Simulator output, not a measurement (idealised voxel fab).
voxel gate over fins: a process module
The cross-section shown here is cut; it is 185 nm wide and divided into square cells measuring 5 nm on a side.
Cross-section format: a grid of square cells, given as bands from top to bottom; each band is one or more rows of cells.
Band: top height; bottom height; in nm. Then, left to right: material with width in nm, for each material. "everywhere": a single material spanning edge to edge. "blank": empty space.
Height datum 0, below which the as-received substrate wafer is one material. Lowest band open at the bottom, running downward: "0..down".
Width spec "30..40" -> top row of cells at first value, bottom row at second value, equal per-row change in between.
"no modifications" means the step left every cell of the cross-section as it was.
If an empty space has no open way to the top and is at least 8 cells in size, "Tabulated closed voids" lists it, written width x height at distance, where distance is measured from the left edge and every value is in nm.
What comes after the settings on a step's line is commentary from the simulator itself on that step.
Each step line may optionally specify "overlay nm", which for a step with a mask gives the rightward distance between the mask's planned place and where it lay, a negative value indicating the leftward direction.

PLAN
1,op RECEIVE | material Si
2,op CONFORMAL_DEP | material SiN | thk nm 10
3,op PATTERN | tone cover | mask id FINS | material resist | width nm 15 | pitch nm 40 | thk nm 20 | overlay nm 0
4,op DIRECTIONAL_ETCH | etch materials SiN | depth nm 10
5,op DIRECTIONAL_ETCH | etch materials Si | depth nm 35
6,op STRIP | etch materials resist
7,op FILL_DEP | material SiO2 | thk nm 5
8,op CMP | height nm 10
9,op SELECTIVE_ETCH | etch materials SiO2 | depth nm 25
10,op STRIP | etch materials SiN
11,op CONFORMAL_DEP | material HfO2 | thk nm 5
12,op CONFORMAL_DEP | material TiN | thk nm 5
13,op CONFORMAL_DEP | material TiAl | thk nm 5
14,op CONFORMAL_DEP | material TiN | thk nm 5
15,op FILL_DEP | material W | thk nm 15
16,op CMP | height nm 30
17,op CONFORMAL_DEP | material SiCN | thk nm 5

THE FIRST WAFER OF TWO, PROCESSED AS PLANNED

AS RECEIVED, AFTER STEP 1
    0..down  Si everywhere
    Tabulated closed voids: none

AFTER STEP 2, IN CROSS-SECTION
    10..0  SiN everywhere
    Everything under 0 stays put, no change at all.

AFTER STEP 3, IN CROSS-SECTION
    30..10  blank 45, then resist 15, then blank 25, then resist 15, then blank 25, then resist 15, then blank 45
    Everything under 10 stays put, no change at all.

AFTER STEP 4, IN CROSS-SECTION
    30..10  blank 45, then resist 15, then blank 25, then resist 15, then blank 25, then resist 15, then blank 45
    10..0  blank 45, then SiN 15, then blank 25, then SiN 15, then blank 25, then SiN 15, then blank 45
    Everything under 0 stays put, no change at all.

AFTER STEP 5, IN CROSS-SECTION
    30..10  blank 45, then resist 15, then blank 25, then resist 15, then blank 25, then resist 15, then blank 45
    10..0  blank 45, then SiN 15, then blank 25, then SiN 15, then blank 25, then SiN 15, then blank 45
    0..-35  blank 45, then Si 15, then blank 25, then Si 15, then blank 25, then Si 15, then blank 45
    Everything under -35 stays put, no change at all.

AFTER STEP 6, IN CROSS-SECTION
    10..0  blank 45, then SiN 15, then blank 25, then SiN 15, then blank 25, then SiN 15, then blank 45
    Everything under 0 stays put, no change at all.

AFTER STEP 7, IN CROSS-SECTION
    15..10  SiO2 everywhere
    10..0  SiO2 45, then SiN 15, then SiO2 25, then SiN 15, then SiO2 25, then SiN 15, then SiO2 45
    0..-35  SiO2 45, then Si 15, then SiO2 25, then Si 15, then SiO2 25, then Si 15, then SiO2 45
    Everything under -35 stays put, no change at all.

AFTER STEP 8, IN CROSS-SECTION
    10..0  SiO2 45, then SiN 15, then SiO2 25, then SiN 15, then SiO2 25, then SiN 15, then SiO2 45
    Everything under 0 stays put, no change at all.

AFTER STEP 9, IN CROSS-SECTION
    10..0  blank 45, then SiN 15, then blank 25, then SiN 15, then blank 25, then SiN 15, then blank 45
    0..-15  blank 45, then Si 15, then blank 25, then Si 15, then blank 25, then Si 15, then blank 45
    Everything under -15 stays put, no change at all.

AFTER STEP 10, IN CROSS-SECTION
    0..-15  blank 45, then Si 15, then blank 25, then Si 15, then blank 25, then Si 15, then blank 45
    Everything under -15 stays put, no change at all.

AFTER STEP 11, IN CROSS-SECTION
    5..0  blank 40, then HfO2 25, then blank 15, then HfO2 25, then blank 15, then HfO2 25, then blank 40
    0..-10  blank 40, then HfO2 5, then Si 15, then HfO2 5, then blank 15, then HfO2 5, then Si 15, then HfO2 5, then blank 15, then HfO2 5, then Si 15, then HfO2 5, then blank 40
    -10..-15  HfO2 45, then Si 15, then HfO2 25, then Si 15, then HfO2 25, then Si 15, then HfO2 45
    Everything under -15 stays put, no change at all.

AFTER STEP 12, IN CROSS-SECTION
    10..5  blank 35, then TiN 35, then blank 5, then TiN 35, then blank 5, then TiN 35, then blank 35
    5..0  blank 35, then TiN 5, then HfO2 25, then TiN 5, then blank 5, then TiN 5, then HfO2 25, then TiN 5, then blank 5, then TiN 5, then HfO2 25, then TiN 5, then blank 35
    0..-5  blank 35, then TiN 5, then HfO2 5, then Si 15, then HfO2 5, then TiN 5, then blank 5, then TiN 5, then HfO2 5, then Si 15, then HfO2 5, then TiN 5, then blank 5, then TiN 5, then HfO2 5, then Si 15, then HfO2 5, then TiN 5, then blank 35
    -5..-10  TiN 40, then HfO2 5, then Si 15, then HfO2 5, then TiN 15, then HfO2 5, then Si 15, then HfO2 5, then TiN 15, then HfO2 5, then Si 15, then HfO2 5, then TiN 40
    Everything under -10 stays put, no change at all.

AFTER STEP 13, IN CROSS-SECTION
    15..10  blank 30, then TiAl 125, then blank 30
    10..5  blank 30, then TiAl 5, then TiN 35, then TiAl 5, then TiN 35, then TiAl 5, then TiN 35, then TiAl 5, then blank 30
    5..0  blank 30, then TiAl 5, then TiN 5, then HfO2 25, then TiN 5, then TiAl 5, then TiN 5, then HfO2 25, then TiN 5, then TiAl 5, then TiN 5, then HfO2 25, then TiN 5, then TiAl 5, then blank 30
    0..-5  TiAl 35, then TiN 5, then HfO2 5, then Si 15, then HfO2 5, then TiN 5, then TiAl 5, then TiN 5, then HfO2 5, then Si 15, then HfO2 5, then TiN 5, then TiAl 5, then TiN 5, then HfO2 5, then Si 15, then HfO2 5, then TiN 5, then TiAl 35
    Everything under -5 stays put, no change at all.

AFTER STEP 14, IN CROSS-SECTION
    20..15  blank 25, then TiN 135, then blank 25
    15..10  blank 25, then TiN 5, then TiAl 125, then TiN 5, then blank 25
    10..5  blank 25, then TiN 5, then TiAl 5, then TiN 35, then TiAl 5, then TiN 35, then TiAl 5, then TiN 35, then TiAl 5, then TiN 5, then blank 25
    5..0  TiN 30, then TiAl 5, then TiN 5, then HfO2 25, then TiN 5, then TiAl 5, then TiN 5, then HfO2 25, then TiN 5, then TiAl 5, then TiN 5, then HfO2 25, then TiN 5, then TiAl 5, then TiN 30
    Everything under 0 stays put, no change at all.

AFTER STEP 15, IN CROSS-SECTION
    35..20  W everywhere
    20..15  W 25, then TiN 135, then W 25
    15..10  W 25, then TiN 5, then TiAl 125, then TiN 5, then W 25
    10..5  W 25, then TiN 5, then TiAl 5, then TiN 35, then TiAl 5, then TiN 35, then TiAl 5, then TiN 35, then TiAl 5, then TiN 5, then W 25
    Everything under 5 stays put, no change at all.

AFTER STEP 16, IN CROSS-SECTION
    30..20  W everywhere
    Everything under 20 stays put, no change at all.

AFTER STEP 17, IN CROSS-SECTION
    35..30  SiCN everywhere
    Everything under 30 stays put, no change at all.

WAFER TWO: LIKE WAFER ONE IN START AND PLAN, BUT WITH ONE MISTAKE IN EXECUTION; IDENTICAL UP TO AND INCLUDING STEP 16

SECOND WAFER, CUT VIEW, END OF STEP 17 PER PLAN
    35..20  W everywhere
    Everything under 20 stays put, no change at all.
Short version of what went wrong: step 17 ran with different settings than intended, the actual operation and settings being op CONFORMAL_DEP | material W | thk nm 5
In the final state, the cell counts of the second wafer exceed or fall short of those of the first for the following materials: SiCN: 37 fewer; W: 37 more
